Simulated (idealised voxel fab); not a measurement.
process module | voxel capacitor over wiring
cross-section cut | 170 nm wide | cells 5 nm
A cross-section is a grid of square cells, given in bands from the top down. A band is one or more rows of cells.
Each band's line starts with the height of the band's top and of its bottom, in nm. Then come its materials from left to right, each with its width in nm. One material with "throughout" fills the band from edge to edge. "air" is empty space.
Height 0 is the level under which the wafer as received is all one material. The lowest band goes on downwards, as in "0 down".
A width such as "30 to 40" changes by the same amount from each row of cells to the next, from the band's top row to its bottom row.
"no change" after a step means that no cell of the cross-section changed.
closed voids: empty space of 8 cells or more with no open way to the top, each as width x height at its distance from the left edge, in nm
after a step's settings: what the simulator itself notes on the step
overlay nm, on a step with a mask: how far to the right of its planned place the mask lay; to the left if negative
plan
1 op RECEIVE | material Si
2 op CONFORMAL_DEP | material SiO2 | thk nm 10
3 op DIRECTIONAL_DEP | material TiN | thk nm 5
4 op DIRECTIONAL_DEP | material Ru | thk nm 15
5 op MASKED_ETCH | tone cover | mask id METAL_1 | width nm 20 | pitch nm 80 | etch materials Ru | depth nm 15 | overlay nm 0
6 op MASKED_ETCH | tone cover | mask id METAL_1 | width nm 20 | pitch nm 80 | etch materials TiN | depth nm 5 | overlay nm 0
7 op FILL_DEP | material SiO2 | thk nm 5
8 op CMP | height nm 30
9 op CONFORMAL_DEP | material SiCN | thk nm 5
10 op DIRECTIONAL_DEP | material SiO2 | thk nm 10
11 op DIRECTIONAL_DEP | material aC | thk nm 10
12 op PATTERN | tone open | mask id PLUG_1 | material resist | width nm 15 | thk nm 25 | overlay nm 0
13 op DIRECTIONAL_ETCH | etch materials aC | depth nm 10
14 op STRIP | etch materials resist
15 op DIRECTIONAL_ETCH | etch materials SiO2 | depth nm 10
16 op DIRECTIONAL_ETCH | etch materials SiCN | depth nm 5
17 op STRIP | etch materials aC
18 op CONFORMAL_DEP | material TiN | thk nm 5
19 op FILL_DEP | material Cu | thk nm 5
20 op CMP | height nm 45
21 op DIRECTIONAL_DEP | material TiN | thk nm 10
22 op DIRECTIONAL_DEP | material Al2O3 | thk nm 5
23 op DIRECTIONAL_DEP | material TiN | thk nm 10
24 op MASKED_ETCH | tone cover | mask id UPPER_PLATE | width nm 65 | etch materials TiN | depth nm 10 | overlay nm 0
25 op MASKED_ETCH | tone cover | mask id UPPER_PLATE | width nm 65 | etch materials Al2O3 | depth nm 5 | overlay nm 0
26 op PATTERN | tone cover | mask id LOWER_PLATE | material resist | width nm 75 | thk nm 20 | overlay nm 0
27 op DIRECTIONAL_ETCH | etch materials TiN | depth nm 10
28 op STRIP | etch materials resist
29 op FILL_DEP | material SiO2 | thk nm 15
30 op CMP | height nm 80
31 op PATTERN | tone open | mask id PLUG_2 | material resist | width nm 15 | thk nm 20 | overlay nm 0
32 op DIRECTIONAL_ETCH | etch materials SiO2 | depth nm 10
33 op STRIP | etch materials resist
34 op CONFORMAL_DEP | material TiN | thk nm 5
35 op FILL_DEP | material Ru | thk nm 10
36 op CMP | height nm 80
37 op CONFORMAL_DEP | material SiN | thk nm 5
as received, after step 1
  0 down: Si throughout
  closed voids: none
a wafer at the end: this start, this plan, one mistake
  85 to 80: SiN throughout
  80 to 75: SiO2 50 | TiN 15 | SiO2 105
  75 to 65: SiO2 40 | TiN 65 | SiO2 65
  65 to 60: SiO2 35 | TiN 75 | SiO2 60
  60 to 55: Al2O3 throughout
  55 to 45: TiN throughout
  45 to 35: SiO2 40 | TiN 5 | Cu 5 | TiN 5 | SiO2 115
  35 to 30: SiCN 40 | TiN 15 | SiCN 115
  30 to 15: SiO2 35 | Ru 20 | SiO2 60 | Ru 20 | SiO2 35
  15 to 10: SiO2 35 | TiN 20 | SiO2 60 | TiN 20 | SiO2 35
  10 to 0: SiO2 throughout
  0 down: Si throughout
  closed voids: none
what went wrong: step 23 ran as: op DIRECTIONAL_DEP | material TiN | thk nm 15
